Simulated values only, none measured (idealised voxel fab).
Process module under the name voxel spacer lines
It is cross-section cut that appears here, measuring 220 nm in width, its square cells being 5 nm in size.
Cross-sections here: square-cell grids, written as top-down lists of bands, a band being one or more rows of cells. The entry gives the band's vertical extent as a top height and a bottom height in nm, then its horizontal make-up as materials from left to right, each with a width in nm. "air" stands for empty space; a single material marked "throughout" fills the band edge to edge. Heads up on the height convention: 0 is the point under which the incoming wafer is all one material, and the lowest band has no bottom, it just keeps going down, like "0 -> down". Width "30..40": first value at the band's top row of cells, second value at its bottom row, equal change from row to row. "changes: none" (step): cross-section cells unchanged, all of them. In the "Closed-off voids" entry, you get each enclosed empty space of 8 cells or more, one with no open way to the top, written width x height at distance, distance from the left edge, in nm. Heads up: the bit after the settings on a step's line is the simulator's remark on that step. If you see "overlay nm" on a step's line and that step has a mask, it's telling you how far right of where it was planned the mask ended up; a negative number means it went left instead.
# So here's the lineup of process steps we planned
step 1: RECEIVE, material Si
step 2: CONFORMAL_DEP, material Al2O3, thk nm 5
step 3: DIRECTIONAL_DEP, material polySi, thk nm 10
step 4: DIRECTIONAL_DEP, material aC, thk nm 25
step 5: PATTERN, tone cover, mask id MANDREL, material resist, width nm 25, pitch nm 80, thk nm 35, overlay nm 0
step 6: DIRECTIONAL_ETCH, etch materials aC, depth nm 25
step 7: STRIP, etch materials resist
step 8: CONFORMAL_DEP, material SiN, thk nm 15
step 9: DIRECTIONAL_ETCH, etch materials SiN, depth nm 15
step 10: STRIP, etch materials aC
step 11: DIRECTIONAL_ETCH, etch materials polySi, depth nm 10
step 12: STRIP, etch materials SiN
# Delivered wafer in cross-section: state after step 1
  0 -> down = Si throughout
  Closed-off voids: none
# First of two wafers at the end of the module, shown in cross-section; run carried out as planned
  15 -> 5 = 15 polySi / 25 air / 15 polySi / 25 air / 15 polySi / 25 air / 15 polySi / 25 air / 15 polySi / 25 air / 15 polySi / 5 air
  5 -> 0 = Al2O3 throughout
  0 -> down = Si throughout
  Closed-off voids: none
# Second wafer through the module, sectioned at the end: same beginning and same plan as the first wafer, with one mistake in carrying it out
  20 -> 10 = 15 polySi / 25 air / 15 polySi / 25 air / 15 polySi / 25 air / 15 polySi / 25 air / 15 polySi / 25 air / 15 polySi / 5 air
  10 -> 5 = polySi throughout
  5 -> 0 = Al2O3 throughout
  0 -> down = Si throughout
  Closed-off voids: none
Deviation noted in wafer processing: step 3 was not run as planned; what actually ran was DIRECTIONAL_DEP, material polySi, thk nm 15
In the final state, the cell counts of the second wafer exceed or fall short of those of the first for the following materials: polySi +44
